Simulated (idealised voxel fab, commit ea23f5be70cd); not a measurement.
process module | voxel plated lines
cross-section cut | 175 nm wide | cells 5 nm
A cross-section is a grid of square cells, given in bands from the top down. A band is one or more rows of cells.
Each band's line starts with the height of the band's top and of its bottom, in nm. Then come its materials from left to right, each with its width in nm. One material with "throughout" fills the band from edge to edge. "air" is empty space.
Height 0 is the level under which the wafer as received is all one material. The lowest band goes on downwards, as in "0 down".
A width such as "30 to 40" changes by the same amount from each row of cells to the next, from the band's top row to its bottom row.
"no change" after a step means that no cell of the cross-section changed.
closed voids: empty space of 8 cells or more with no open way to the top, each as width x height at its distance from the left edge, in nm
after a step's settings: what the simulator itself notes on the step
overlay nm, on a step with a mask: how far to the right of its planned place the mask lay; to the left if negative
plan
1 op RECEIVE | material Si
2 op CONFORMAL_DEP | material SiO2 | thk nm 5
3 op DIRECTIONAL_DEP | material TiN | thk nm 5
4 op PATTERN | tone open | mask id LINES | material resist | width nm 15 | pitch nm 35 | thk nm 20 | overlay nm 0
5 op EPI | material Ru | thk nm 10
6 op STRIP | etch materials resist
7 op DIRECTIONAL_ETCH | etch materials TiN | depth nm 5
8 op CONFORMAL_DEP | material SiCN | thk nm 10
as received, after step 1
  0 down: Si throughout
  closed voids: none
first wafer at the end, as planned
  30 to 20: air 15 | SiCN 140 | air 20
  20 to 15: air 15 | SiCN 10 | Ru 15 | SiCN 20 | Ru 15 | SiCN 20 | Ru 15 | SiCN 20 | Ru 15 | SiCN 10 | air 20
  15 to 10: SiCN 25 | Ru 15 | SiCN 20 | Ru 15 | SiCN 20 | Ru 15 | SiCN 20 | Ru 15 | SiCN 30
  10 to 5: SiCN 25 | TiN 15 | SiCN 20 | TiN 15 | SiCN 20 | TiN 15 | SiCN 20 | TiN 15 | SiCN 30
  5 to 0: SiO2 throughout
  0 down: Si throughout
  closed voids: none
second wafer at the end: like start, like plan, one mistake
  40 to 30: air 15 | SiCN 140 | air 20
  30 to 15: air 15 | SiCN 10 | Ru 15 | SiCN 20 | Ru 15 | SiCN 20 | Ru 15 | SiCN 20 | Ru 15 | SiCN 10 | air 20
  15 to 10: SiCN 25 | Ru 15 | SiCN 20 | Ru 15 | SiCN 20 | Ru 15 | SiCN 20 | Ru 15 | SiCN 30
  10 to 5: SiCN 25 | TiN 15 | SiCN 20 | TiN 15 | SiCN 20 | TiN 15 | SiCN 20 | TiN 15 | SiCN 30
  5 to 0: SiO2 throughout
  0 down: Si throughout
  closed voids: none
what went wrong: step 5 was run twice
at the end the second wafer has, in cells: 24 more of Ru | 32 more of SiCN
